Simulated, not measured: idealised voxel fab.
This section sets out a process module, namely voxel spacer lines.
Pictured: cross-section cut, 185 nm wide, on a grid of 5 nm square cells.
Cross-section spec: square-cell grid; bands listed top down; each band is one or more rows. Per band: top height and bottom height in nm, followed by the left-to-right materials and their widths in nm; "edge to edge" marks a single material spanning edge to edge, "blank" marks empty space. Where do heights start? At 0: under that level the wafer as delivered is made of one material only. And the lowest band has no floor; it just carries on downward, as in "top 0, no bottom". The notation "30 to 40" denotes a width that varies across the rows of cells in the band, beginning at the first number in the top row, finishing at the second number in the bottom row, and changing by an identical amount from each row to the next. It should be understood that the words "identical to before", when stated for a given step, signify that the cross-section underwent no change in any of its cells during that step. Voids not open to the top, 8 cells minimum: see "Enclosed void entries". Written width x height at distance; distance is from the left edge; nm. Anything after a step's settings on that line? It's the simulator's own note about the step. "overlay nm" answers the question of how far to the right of plan the mask lay on a step that has a mask, and when it is negative the answer is to the left. In what follows, pairs of cross-sections are presented, each taken before and after one process step, with the after cross-section shown only down to the lowest band that was altered; the step, together with its settings, is stated below the pair. The pairs may stem from different runs of this module on the same starting wafer; accordingly, a pair should be taken as continuing from the one above it solely where its entry headed "Pre-step condition" indicates as much.

Pre-step condition
    top 0, no bottom | Si edge to edge
    Enclosed void entries: none

Cross-Section After Step
    top 10, bottom 0 | Al2O3 edge to edge
    Unchanged below 0.
    Enclosed void entries: none
Applied between the two views above: CONFORMAL_DEP,material Al2O3,thk nm 10

Pre-step condition: as shown after the step in the preceding pair, directly above.

Cross-Section After Step
    top 20, bottom 10 | W edge to edge
    Unchanged below 10.
    Enclosed void entries: none
Applied between the two views above: DIRECTIONAL_DEP,material W,thk nm 10

Pre-step condition: as shown after the step in the preceding pair, directly above.

Cross-Section After Step
    top 45, bottom 20 | polySi edge to edge
    Unchanged below 20.
    Enclosed void entries: none
Applied between the two views above: DIRECTIONAL_DEP,material polySi,thk nm 25

Pre-step condition: as shown after the step in the preceding pair, directly above.

Cross-Section After Step
    top 75, bottom 45 | blank: 60; resist: 15; blank: 35; resist: 15; blank: 60
    Unchanged below 45.
    Enclosed void entries: none
Applied between the two views above: PATTERN,tone cover,mask id MANDREL,material resist,width nm 15,pitch nm 50,thk nm 30,overlay nm 0

Pre-step condition: as shown after the step in the preceding pair, directly above.

Cross-Section After Step
    top 75, bottom 45 | blank: 60; resist: 15; blank: 35; resist: 15; blank: 60
    top 45, bottom 20 | blank: 60; polySi: 15; blank: 35; polySi: 15; blank: 60
    Unchanged below 20.
    Enclosed void entries: none
Applied between the two views above: DIRECTIONAL_ETCH,etch materials polySi,depth nm 25

Pre-step condition: as shown after the step in the preceding pair, directly above.

Cross-Section After Step
    top 45, bottom 20 | blank: 60; polySi: 15; blank: 35; polySi: 15; blank: 60
    Unchanged below 20.
    Enclosed void entries: none
Applied between the two views above: STRIP,etch materials resist

Pre-step condition: as shown after the step in the preceding pair, directly above.

Cross-Section After Step
    top 55, bottom 45 | blank: 50; SiO2: 35; blank: 15; SiO2: 35; blank: 50
    top 45, bottom 30 | blank: 50; SiO2: 10; polySi: 15; SiO2: 10; blank: 15; SiO2: 10; polySi: 15; SiO2: 10; blank: 50
    top 30, bottom 20 | SiO2: 60; polySi: 15; SiO2: 35; polySi: 15; SiO2: 60
    Unchanged below 20.
    Enclosed void entries: none
Applied between the two views above: CONFORMAL_DEP,material SiO2,thk nm 10

Pre-step condition: as shown after the step in the preceding pair, directly above.

Cross-Section After Step
    top 45, bottom 20 | blank: 50; SiO2: 10; polySi: 15; SiO2: 10; blank: 15; SiO2: 10; polySi: 15; SiO2: 10; blank: 50
    Unchanged below 20.
    Enclosed void entries: none
Applied between the two views above: DIRECTIONAL_ETCH,etch materials SiO2,depth nm 10

Pre-step condition: as shown after the step in the preceding pair, directly above.

Cross-Section After Step
    top 45, bottom 20 | blank: 50; SiO2: 10; blank: 15; SiO2: 10; blank: 15; SiO2: 10; blank: 15; SiO2: 10; blank: 50
    Unchanged below 20.
    Enclosed void entries: none
Applied between the two views above: STRIP,etch materials polySi

Pre-step condition: as shown after the step in the preceding pair, directly above.

Cross-Section After Step
    top 45, bottom 20 | blank: 50; SiO2: 10; blank: 15; SiO2: 10; blank: 15; SiO2: 10; blank: 15; SiO2: 10; blank: 50
    top 20, bottom 10 | blank: 50; W: 10; blank: 15; W: 10; blank: 15; W: 10; blank: 15; W: 10; blank: 50
    Unchanged below 10.
    Enclosed void entries: none
Applied between the two views above: DIRECTIONAL_ETCH,etch materials W,depth nm 10

Pre-step condition: as shown after the step in the preceding pair, directly above.

Cross-Section After Step
    top 20, bottom 10 | blank: 50; W: 10; blank: 15; W: 10; blank: 15; W: 10; blank: 15; W: 10; blank: 50
    Unchanged below 10.
    Enclosed void entries: none
Applied between the two views above: STRIP,etch materials SiO2

Pre-step condition: as shown after the step in the preceding pair, directly above.

Cross-Section After Step
    top 30, bottom 20 | lowk edge to edge
    top 20, bottom 10 | lowk: 50; W: 10; lowk: 15; W: 10; lowk: 15; W: 10; lowk: 15; W: 10; lowk: 50
    Unchanged below 10.
    Enclosed void entries: none
Applied between the two views above: FILL_DEP,material lowk,thk nm 10

Pre-step condition: as shown after the step in the preceding pair, directly above.

Cross-Section After Step
    top 20, bottom 10 | lowk: 50; W: 10; lowk: 15; W: 10; lowk: 15; W: 10; lowk: 15; W: 10; lowk: 50
    Unchanged below 10.
    Enclosed void entries: none
Applied between the two views above: CMP,height nm 20

Pre-step condition
    top 0, no bottom | Si edge to edge
    Enclosed void entries: none

Cross-Section After Step
    top 10, bottom 0 | W edge to edge
    Unchanged below 0.
    Enclosed void entries: none
Applied between the two views above: DIRECTIONAL_DEP,material W,thk nm 10

Pre-step condition: as shown after the step in the preceding pair, directly above.

Cross-Section After Step
    top 35, bottom 10 | polySi edge to edge
    Unchanged below 10.
    Enclosed void entries: none
Applied between the two views above: DIRECTIONAL_DEP,material polySi,thk nm 25

Pre-step condition: as shown after the step in the preceding pair, directly above.

Cross-Section After Step
    top 65, bottom 35 | blank: 60; resist: 15; blank: 35; resist: 15; blank: 60
    Unchanged below 35.
    Enclosed void entries: none
Applied between the two views above: PATTERN,tone cover,mask id MANDREL,material resist,width nm 15,pitch nm 50,thk nm 30,overlay nm 0

Pre-step condition: as shown after the step in the preceding pair, directly above.

Cross-Section After Step
    top 65, bottom 35 | blank: 60; resist: 15; blank: 35; resist: 15; blank: 60
    top 35, bottom 10 | blank: 60; polySi: 15; blank: 35; polySi: 15; blank: 60
    Unchanged below 10.
    Enclosed void entries: none
Applied between the two views above: DIRECTIONAL_ETCH,etch materials polySi,depth nm 25

Pre-step condition: as shown after the step in the preceding pair, directly above.

Cross-Section After Step
    top 35, bottom 10 | blank: 60; polySi: 15; blank: 35; polySi: 15; blank: 60
    Unchanged below 10.
    Enclosed void entries: none
Applied between the two views above: STRIP,etch materials resist

Pre-step condition: as shown after the step in the preceding pair, directly above.

Cross-Section After Step
    top 45, bottom 35 | blank: 50; SiO2: 35; blank: 15; SiO2: 35; blank: 50
    top 35, bottom 20 | blank: 50; SiO2: 10; polySi: 15; SiO2: 10; blank: 15; SiO2: 10; polySi: 15; SiO2: 10; blank: 50
    top 20, bottom 10 | SiO2: 60; polySi: 15; SiO2: 35; polySi: 15; SiO2: 60
    Unchanged below 10.
    Enclosed void entries: none
Applied between the two views above: CONFORMAL_DEP,material SiO2,thk nm 10

Pre-step condition: as shown after the step in the preceding pair, directly above.

Cross-Section After Step
    top 35, bottom 10 | blank: 50; SiO2: 10; polySi: 15; SiO2: 10; blank: 15; SiO2: 10; polySi: 15; SiO2: 10; blank: 50
    Unchanged below 10.
    Enclosed void entries: none
Applied between the two views above: DIRECTIONAL_ETCH,etch materials SiO2,depth nm 10

Pre-step condition: as shown after the step in the preceding pair, directly above.

Cross-Section After Step
    top 35, bottom 10 | blank: 50; SiO2: 10; blank: 15; SiO2: 10; blank: 15; SiO2: 10; blank: 15; SiO2: 10; blank: 50
    Unchanged below 10.
    Enclosed void entries: none
Applied between the two views above: STRIP,etch materials polySi

Pre-step condition: as shown after the step in the preceding pair, directly above.

Cross-Section After Step
    top 35, bottom 10 | blank: 50; SiO2: 10; blank: 15; SiO2: 10; blank: 15; SiO2: 10; blank: 15; SiO2: 10; blank: 50
    top 10, bottom 0 | blank: 50; W: 10; blank: 15; W: 10; blank: 15; W: 10; blank: 15; W: 10; blank: 50
    Unchanged below 0.
    Enclosed void entries: none
Applied between the two views above: DIRECTIONAL_ETCH,etch materials W,depth nm 10

Pre-step condition: as shown after the step in the preceding pair, directly above.

Cross-Section After Step
    top 10, bottom 0 | blank: 50; W: 10; blank: 15; W: 10; blank: 15; W: 10; blank: 15; W: 10; blank: 50
    Unchanged below 0.
    Enclosed void entries: none
Applied between the two views above: STRIP,etch materials SiO2

Pre-step condition: as shown after the step in the preceding pair, directly above.

Cross-Section After Step
    top 20, bottom 10 | lowk edge to edge
    top 10, bottom 0 | lowk: 50; W: 10; lowk: 15; W: 10; lowk: 15; W: 10; lowk: 15; W: 10; lowk: 50
    Unchanged below 0.
    Enclosed void entries: none
Applied between the two views above: FILL_DEP,material lowk,thk nm 10

Pre-step condition
    top 10, bottom 0 | W edge to edge
    top 0, no bottom | Si edge to edge
    Enclosed void entries: none

Cross-Section After Step
    top 20, bottom 10 | Al2O3 edge to edge
    Unchanged below 10.
    Enclosed void entries: none
Applied between the two views above: CONFORMAL_DEP,material Al2O3,thk nm 10

Pre-step condition: as shown after the step in the preceding pair, directly above.

Cross-Section After Step
    top 45, bottom 20 | polySi edge to edge
    Unchanged below 20.
    Enclosed void entries: none
Applied between the two views above: DIRECTIONAL_DEP,material polySi,thk nm 25

Pre-step condition: as shown after the step in the preceding pair, directly above.

Cross-Section After Step
    top 75, bottom 45 | blank: 60; resist: 15; blank: 35; resist: 15; blank: 60
    Unchanged below 45.
    Enclosed void entries: none
Applied between the two views above: PATTERN,tone cover,mask id MANDREL,material resist,width nm 15,pitch nm 50,thk nm 30,overlay nm 0

Pre-step condition: as shown after the step in the preceding pair, directly above.

Cross-Section After Step
    top 75, bottom 45 | blank: 60; resist: 15; blank: 35; resist: 15; blank: 60
    top 45, bottom 20 | blank: 60; polySi: 15; blank: 35; polySi: 15; blank: 60
    Unchanged below 20.
    Enclosed void entries: none
Applied between the two views above: DIRECTIONAL_ETCH,etch materials polySi,depth nm 25

Pre-step condition: as shown after the step in the preceding pair, directly above.

Cross-Section After Step
    top 45, bottom 20 | blank: 60; polySi: 15; blank: 35; polySi: 15; blank: 60
    Unchanged below 20.
    Enclosed void entries: none
Applied between the two views above: STRIP,etch materials resist

Pre-step condition: as shown after the step in the preceding pair, directly above.

Cross-Section After Step
    top 55, bottom 45 | blank: 50; SiO2: 35; blank: 15; SiO2: 35; blank: 50
    top 45, bottom 30 | blank: 50; SiO2: 10; polySi: 15; SiO2: 10; blank: 15; SiO2: 10; polySi: 15; SiO2: 10; blank: 50
    top 30, bottom 20 | SiO2: 60; polySi: 15; SiO2: 35; polySi: 15; SiO2: 60
    Unchanged below 20.
    Enclosed void entries: none
Applied between the two views above: CONFORMAL_DEP,material SiO2,thk nm 10

Pre-step condition: as shown after the step in the preceding pair, directly above.

Cross-Section After Step
    top 45, bottom 20 | blank: 50; SiO2: 10; polySi: 15; SiO2: 10; blank: 15; SiO2: 10; polySi: 15; SiO2: 10; blank: 50
    Unchanged below 20.
    Enclosed void entries: none
Applied between the two views above: DIRECTIONAL_ETCH,etch materials SiO2,depth nm 10

Pre-step condition: as shown after the step in the preceding pair, directly above.

Cross-Section After Step
    top 45, bottom 20 | blank: 50; SiO2: 10; blank: 15; SiO2: 10; blank: 15; SiO2: 10; blank: 15; SiO2: 10; blank: 50
    Unchanged below 20.
    Enclosed void entries: none
Applied between the two views above: STRIP,etch materials polySi

Pre-step condition: as shown after the step in the preceding pair, directly above.

Cross-Section After Step
    top 20, bottom 10 | Al2O3 edge to edge
    Unchanged below 10.
    Enclosed void entries: none
Applied between the two views above: STRIP,etch materials SiO2

Pre-step condition: as shown after the step in the preceding pair, directly above.

Cross-Section After Step
    top 30, bottom 20 | lowk edge to edge
    Unchanged below 20.
    Enclosed void entries: none
Applied between the two views above: FILL_DEP,material lowk,thk nm 10

Pre-step condition: as shown after the step in the preceding pair, directly above.

Cross-Section After Step
    top 20, bottom 10 | Al2O3 edge to edge
    Unchanged below 10.
    Enclosed void entries: none
Applied between the two views above: CMP,height nm 20

Pre-step condition
    top 45, bottom 20 | blank: 60; polySi: 15; blank: 35; polySi: 15; blank: 60
    top 20, bottom 10 | W edge to edge
    top 10, bottom 0 | Al2O3 edge to edge
    top 0, no bottom | Si edge to edge
    Enclosed void entries: none

Cross-Section After Step
    top 50, bottom 45 | blank: 55; SiO2: 25; blank: 25; SiO2: 25; blank: 55
    top 45, bottom 25 | blank: 55; SiO2: 5; polySi: 15; SiO2: 5; blank: 25; SiO2: 5; polySi: 15; SiO2: 5; blank: 55
    top 25, bottom 20 | SiO2: 60; polySi: 15; SiO2: 35; polySi: 15; SiO2: 60
    Unchanged below 20.
    Enclosed void entries: none
Applied between the two views above: CONFORMAL_DEP,material SiO2,thk nm 5

Pre-step condition: as shown after the step in the preceding pair, directly above.

Cross-Section After Step
    top 45, bottom 40 | blank: 60; polySi: 15; blank: 35; polySi: 15; blank: 60
    top 40, bottom 20 | blank: 55; SiO2: 5; polySi: 15; SiO2: 5; blank: 25; SiO2: 5; polySi: 15; SiO2: 5; blank: 55
    Unchanged below 20.
    Enclosed void entries: none
Applied between the two views above: DIRECTIONAL_ETCH,etch materials SiO2,depth nm 10

Pre-step condition: as shown after the step in the preceding pair, directly above.

Cross-Section After Step
    top 40, bottom 20 | blank: 55; SiO2: 5; blank: 15; SiO2: 5; blank: 25; SiO2: 5; blank: 15; SiO2: 5; blank: 55
    Unchanged below 20.
    Enclosed void entries: none
Applied between the two views above: STRIP,etch materials polySi

Pre-step condition: as shown after the step in the preceding pair, directly above.

Cross-Section After Step
    top 40, bottom 20 | blank: 55; SiO2: 5; blank: 15; SiO2: 5; blank: 25; SiO2: 5; blank: 15; SiO2: 5; blank: 55
    top 20, bottom 10 | blank: 55; W: 5; blank: 15; W: 5; blank: 25; W: 5; blank: 15; W: 5; blank: 55
    Unchanged below 10.
    Enclosed void entries: none
Applied between the two views above: DIRECTIONAL_ETCH,etch materials W,depth nm 10

Pre-step condition: as shown after the step in the preceding pair, directly above.

Cross-Section After Step
    top 20, bottom 10 | blank: 55; W: 5; blank: 15; W: 5; blank: 25; W: 5; blank: 15; W: 5; blank: 55
    Unchanged below 10.
    Enclosed void entries: none
Applied between the two views above: STRIP,etch materials SiO2

Pre-step condition: as shown after the step in the preceding pair, directly above.

Cross-Section After Step
    top 30, bottom 20 | lowk edge to edge
    top 20, bottom 10 | lowk: 55; W: 5; lowk: 15; W: 5; lowk: 25; W: 5; lowk: 15; W: 5; lowk: 55
    Unchanged below 10.
    Enclosed void entries: none
Applied between the two views above: FILL_DEP,material lowk,thk nm 10

Pre-step condition: as shown after the step in the preceding pair, directly above.

Cross-Section After Step
    top 20, bottom 10 | lowk: 55; W: 5; lowk: 15; W: 5; lowk: 25; W: 5; lowk: 15; W: 5; lowk: 55
    Unchanged below 10.
    Enclosed void entries: none
Applied between the two views above: CMP,height nm 20

Pre-step condition
    top 45, bottom 20 | polySi edge to edge
    top 20, bottom 10 | W edge to edge
    top 10, bottom 0 | Al2O3 edge to edge
    top 0, no bottom | Si edge to edge
    Enclosed void entries: none

Cross-Section After Step
    top 75, bottom 45 | blank: 60; resist: 20; blank: 30; resist: 20; blank: 55
    Unchanged below 45.
    Enclosed void entries: none
Applied between the two views above: PATTERN,tone cover,mask id MANDREL,material resist,width nm 20,pitch nm 50,thk nm 30,overlay nm 0

Pre-step condition: as shown after the step in the preceding pair, directly above.

Cross-Section After Step
    top 75, bottom 45 | blank: 60; resist: 20; blank: 30; resist: 20; blank: 55
    top 45, bottom 20 | blank: 60; polySi: 20; blank: 30; polySi: 20; blank: 55
    Unchanged below 20.
    Enclosed void entries: none
Applied between the two views above: DIRECTIONAL_ETCH,etch materials polySi,depth nm 25

Pre-step condition: as shown after the step in the preceding pair, directly above.

Cross-Section After Step
    top 45, bottom 20 | blank: 60; polySi: 20; blank: 30; polySi: 20; blank: 55
    Unchanged below 20.
    Enclosed void entries: none
Applied between the two views above: STRIP,etch materials resist

Pre-step condition: as shown after the step in the preceding pair, directly above.

Cross-Section After Step
    top 55, bottom 45 | blank: 50; SiO2: 40; blank: 10; SiO2: 40; blank: 45
    top 45, bottom 30 | blank: 50; SiO2: 10; polySi: 20; SiO2: 10; blank: 10; SiO2: 10; polySi: 20; SiO2: 10; blank: 45
    top 30, bottom 20 | SiO2: 60; polySi: 20; SiO2: 30; polySi: 20; SiO2: 55
    Unchanged below 20.
    Enclosed void entries: none
Applied between the two views above: CONFORMAL_DEP,material SiO2,thk nm 10

Pre-step condition: as shown after the step in the preceding pair, directly above.

Cross-Section After Step
    top 45, bottom 20 | blank: 50; SiO2: 10; polySi: 20; SiO2: 10; blank: 10; SiO2: 10; polySi: 20; SiO2: 10; blank: 45
    Unchanged below 20.
    Enclosed void entries: none
Applied between the two views above: DIRECTIONAL_ETCH,etch materials SiO2,depth nm 10

Pre-step condition: as shown after the step in the preceding pair, directly above.

Cross-Section After Step
    top 45, bottom 20 | blank: 50; SiO2: 10; blank: 20; SiO2: 10; blank: 10; SiO2: 10; blank: 20; SiO2: 10; blank: 45
    Unchanged below 20.
    Enclosed void entries: none
Applied between the two views above: STRIP,etch materials polySi

Pre-step condition: as shown after the step in the preceding pair, directly above.

Cross-Section After Step
    top 45, bottom 20 | blank: 50; SiO2: 10; blank: 20; SiO2: 10; blank: 10; SiO2: 10; blank: 20; SiO2: 10; blank: 45
    top 20, bottom 10 | blank: 50; W: 10; blank: 20; W: 10; blank: 10; W: 10; blank: 20; W: 10; blank: 45
    Unchanged below 10.
    Enclosed void entries: none
Applied between the two views above: DIRECTIONAL_ETCH,etch materials W,depth nm 10

Pre-step condition: as shown after the step in the preceding pair, directly above.

Cross-Section After Step
    top 20, bottom 10 | blank: 50; W: 10; blank: 20; W: 10; blank: 10; W: 10; blank: 20; W: 10; blank: 45
    Unchanged below 10.
    Enclosed void entries: none
Applied between the two views above: STRIP,etch materials SiO2

Pre-step condition: as shown after the step in the preceding pair, directly above.

Cross-Section After Step
    top 30, bottom 20 | lowk edge to edge
    top 20, bottom 10 | lowk: 50; W: 10; lowk: 20; W: 10; lowk: 10; W: 10; lowk: 20; W: 10; lowk: 45
    Unchanged below 10.
    Enclosed void entries: none
Applied between the two views above: FILL_DEP,material lowk,thk nm 10

Pre-step condition: as shown after the step in the preceding pair, directly above.

Cross-Section After Step
    top 20, bottom 10 | lowk: 50; W: 10; lowk: 20; W: 10; lowk: 10; W: 10; lowk: 20; W: 10; lowk: 45
    Unchanged below 10.
    Enclosed void entries: none
Applied between the two views above: CMP,height nm 20

Pre-step condition
    top 45, bottom 20 | polySi edge to edge
    top 20, bottom 10 | W edge to edge
    top 10, bottom 0 | Al2O3 edge to edge
    top 0, no bottom | Si edge to edge
    Enclosed void entries: none

Cross-Section After Step
    top 75, bottom 45 | blank: 70; resist: 15; blank: 35; resist: 15; blank: 50
    Unchanged below 45.
    Enclosed void entries: none
Applied between the two views above: PATTERN,tone cover,mask id MANDREL,material resist,width nm 15,pitch nm 50,thk nm 30,overlay nm 10

Pre-step condition: as shown after the step in the preceding pair, directly above.

Cross-Section After Step
    top 75, bottom 45 | blank: 70; resist: 15; blank: 35; resist: 15; blank: 50
    top 45, bottom 20 | blank: 70; polySi: 15; blank: 35; polySi: 15; blank: 50
    Unchanged below 20.
    Enclosed void entries: none
Applied between the two views above: DIRECTIONAL_ETCH,etch materials polySi,depth nm 25

Pre-step condition: as shown after the step in the preceding pair, directly above.

Cross-Section After Step
    top 45, bottom 20 | blank: 70; polySi: 15; blank: 35; polySi: 15; blank: 50
    Unchanged below 20.
    Enclosed void entries: none
Applied between the two views above: STRIP,etch materials resist

Pre-step condition: as shown after the step in the preceding pair, directly above.

Cross-Section After Step
    top 55, bottom 45 | blank: 60; SiO2: 35; blank: 15; SiO2: 35; blank: 40
    top 45, bottom 30 | blank: 60; SiO2: 10; polySi: 15; SiO2: 10; blank: 15; SiO2: 10; polySi: 15; SiO2: 10; blank: 40
    top 30, bottom 20 | SiO2: 70; polySi: 15; SiO2: 35; polySi: 15; SiO2: 50
    Unchanged below 20.
    Enclosed void entries: none
Applied between the two views above: CONFORMAL_DEP,material SiO2,thk nm 10

Pre-step condition: as shown after the step in the preceding pair, directly above.

Cross-Section After Step
    top 45, bottom 20 | blank: 60; SiO2: 10; polySi: 15; SiO2: 10; blank: 15; SiO2: 10; polySi: 15; SiO2: 10; blank: 40
    Unchanged below 20.
    Enclosed void entries: none
Applied between the two views above: DIRECTIONAL_ETCH,etch materials SiO2,depth nm 10

Pre-step condition: as shown after the step in the preceding pair, directly above.

Cross-Section After Step
    top 45, bottom 20 | blank: 60; SiO2: 10; blank: 15; SiO2: 10; blank: 15; SiO2: 10; blank: 15; SiO2: 10; blank: 40
    Unchanged below 20.
    Enclosed void entries: none
Applied between the two views above: STRIP,etch materials polySi

Pre-step condition: as shown after the step in the preceding pair, directly above.

Cross-Section After Step
    top 45, bottom 20 | blank: 60; SiO2: 10; blank: 15; SiO2: 10; blank: 15; SiO2: 10; blank: 15; SiO2: 10; blank: 40
    top 20, bottom 10 | blank: 60; W: 10; blank: 15; W: 10; blank: 15; W: 10; blank: 15; W: 10; blank: 40
    Unchanged below 10.
    Enclosed void entries: none
Applied between the two views above: DIRECTIONAL_ETCH,etch materials W,depth nm 10

Pre-step condition: as shown after the step in the preceding pair, directly above.

Cross-Section After Step
    top 20, bottom 10 | blank: 60; W: 10; blank: 15; W: 10; blank: 15; W: 10; blank: 15; W: 10; blank: 40
    Unchanged below 10.
    Enclosed void entries: none
Applied between the two views above: STRIP,etch materials SiO2

Pre-step condition: as shown after the step in the preceding pair, directly above.

Cross-Section After Step
    top 30, bottom 20 | lowk edge to edge
    top 20, bottom 10 | lowk: 60; W: 10; lowk: 15; W: 10; lowk: 15; W: 10; lowk: 15; W: 10; lowk: 40
    Unchanged below 10.
    Enclosed void entries: none
Applied between the two views above: FILL_DEP,material lowk,thk nm 10

Pre-step condition: as shown after the step in the preceding pair, directly above.

Cross-Section After Step
    top 20, bottom 10 | lowk: 60; W: 10; lowk: 15; W: 10; lowk: 15; W: 10; lowk: 15; W: 10; lowk: 40
    Unchanged below 10.
    Enclosed void entries: none
Applied between the two views above: CMP,height nm 20

Pre-step condition
    top 20, bottom 10 | blank: 50; W: 10; blank: 15; W: 10; blank: 15; W: 10; blank: 15; W: 10; blank: 50
    top 10, bottom 0 | Al2O3 edge to edge
    top 0, no bottom | Si edge to edge
    Enclosed void entries: none

Cross-Section After Step
    top 30, bottom 20 | SiO2 edge to edge
    top 20, bottom 10 | SiO2: 50; W: 10; SiO2: 15; W: 10; SiO2: 15; W: 10; SiO2: 15; W: 10; SiO2: 50
    Unchanged below 10.
    Enclosed void entries: none
Applied between the two views above: FILL_DEP,material SiO2,thk nm 10

Pre-step condition: as shown after the step in the preceding pair, directly above.

Cross-Section After Step
    top 20, bottom 10 | SiO2: 50; W: 10; SiO2: 15; W: 10; SiO2: 15; W: 10; SiO2: 15; W: 10; SiO2: 50
    Unchanged below 10.
    Enclosed void entries: none
Applied between the two views above: CMP,height nm 20
